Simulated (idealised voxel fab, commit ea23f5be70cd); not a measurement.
Process module heading - voxel trench capacitor
270 nm wide, 5 nm square cells: that's cross-section cut.
We lay out every cross-section as a grid of square cells and spell it out in bands from the top down, where one band means one or more rows of cells.
Within each band entry, the heights of the top and of the bottom of the band appear first, in that order and in nm; the materials of the band then follow from left to right, each with its corresponding width in nm. The designation "all across" on a single material indicates that it fills the band from edge to edge; the designation "air" indicates empty space.
Note: height 0 marks the level under which the wafer is uniformly one material as received. Lowest band unbounded below, written "0 and below".
Width spec "30->40" -> top row of cells at first value, bottom row at second value, equal per-row change in between.
Reading "everything unchanged" for a step: not a cell of the cross-section changed in it.
"Enclosed void inventory" contains a list of empty spaces, each no smaller than 8 cells and without an open way to the top, written in the form width x height at distance with the distance from the left edge and all three in nm.
Anything after a step's settings on that line? It's the simulator's own note about the step.
"overlay nm" answers the question of how far to the right of plan the mask lay on a step that has a mask, and when it is negative the answer is to the left.
List of planned process steps:
- 1: RECEIVE, material Si
- 2: CONFORMAL_DEP, material SiN, thk nm 5
- 3: MASKED_ETCH, tone open, mask id TRENCH, width nm 15, pitch nm 40, etch materials SiN, depth nm 5, overlay nm 0
- 4: MASKED_ETCH, tone open, mask id TRENCH, width nm 15, pitch nm 40, etch materials Si, depth nm 30, overlay nm 0
- 5: CONFORMAL_DEP, material Al2O3, thk nm 5
- 6: FILL_DEP, material polySi, thk nm 10
- 7: CMP, height nm 5
Wafer cross-section on receipt, i.e. after step 1:
    0 and below: Si all across
    Enclosed void inventory: none
Looking at the first of two wafers in cross-section at end of module - ran to plan:
    5 down to 0: SiN 85, then Al2O3 5, then polySi 5, then Al2O3 5, then SiN 25, then Al2O3 5, then polySi 5, then Al2O3 5, then SiN 25, then Al2O3 5, then polySi 5, then Al2O3 5, then SiN 90
    0 down to -25: Si 85, then Al2O3 5, then polySi 5, then Al2O3 5, then Si 25, then Al2O3 5, then polySi 5, then Al2O3 5, then Si 25, then Al2O3 5, then polySi 5, then Al2O3 5, then Si 90
    -25 down to -30: Si 85, then Al2O3 15, then Si 25, then Al2O3 15, then Si 25, then Al2O3 15, then Si 90
    -30 and below: Si all across
    Enclosed void inventory: none
Module end: cross-section of wafer two of two. Same start and process plan as the first wafer. One mistake during execution:
    20 down to 10: polySi all across
    10 down to 5: Al2O3 90, then polySi 5, then Al2O3 35, then polySi 5, then Al2O3 35, then polySi 5, then Al2O3 95
    5 down to 0: SiN 85, then Al2O3 5, then polySi 5, then Al2O3 5, then SiN 25, then Al2O3 5, then polySi 5, then Al2O3 5, then SiN 25, then Al2O3 5, then polySi 5, then Al2O3 5, then SiN 90
    0 down to -25: Si 85, then Al2O3 5, then polySi 5, then Al2O3 5, then Si 25, then Al2O3 5, then polySi 5, then Al2O3 5, then Si 25, then Al2O3 5, then polySi 5, then Al2O3 5, then Si 90
    -25 down to -30: Si 85, then Al2O3 15, then Si 25, then Al2O3 15, then Si 25, then Al2O3 15, then Si 90
    -30 and below: Si all across
    Enclosed void inventory: none
The mistake made against the process plan was this: plan step 7: skipped, not run
Bottom line after processing is that, in cells, the second wafer is up or down on some materials versus the first: Al2O3 +51; polySi +111
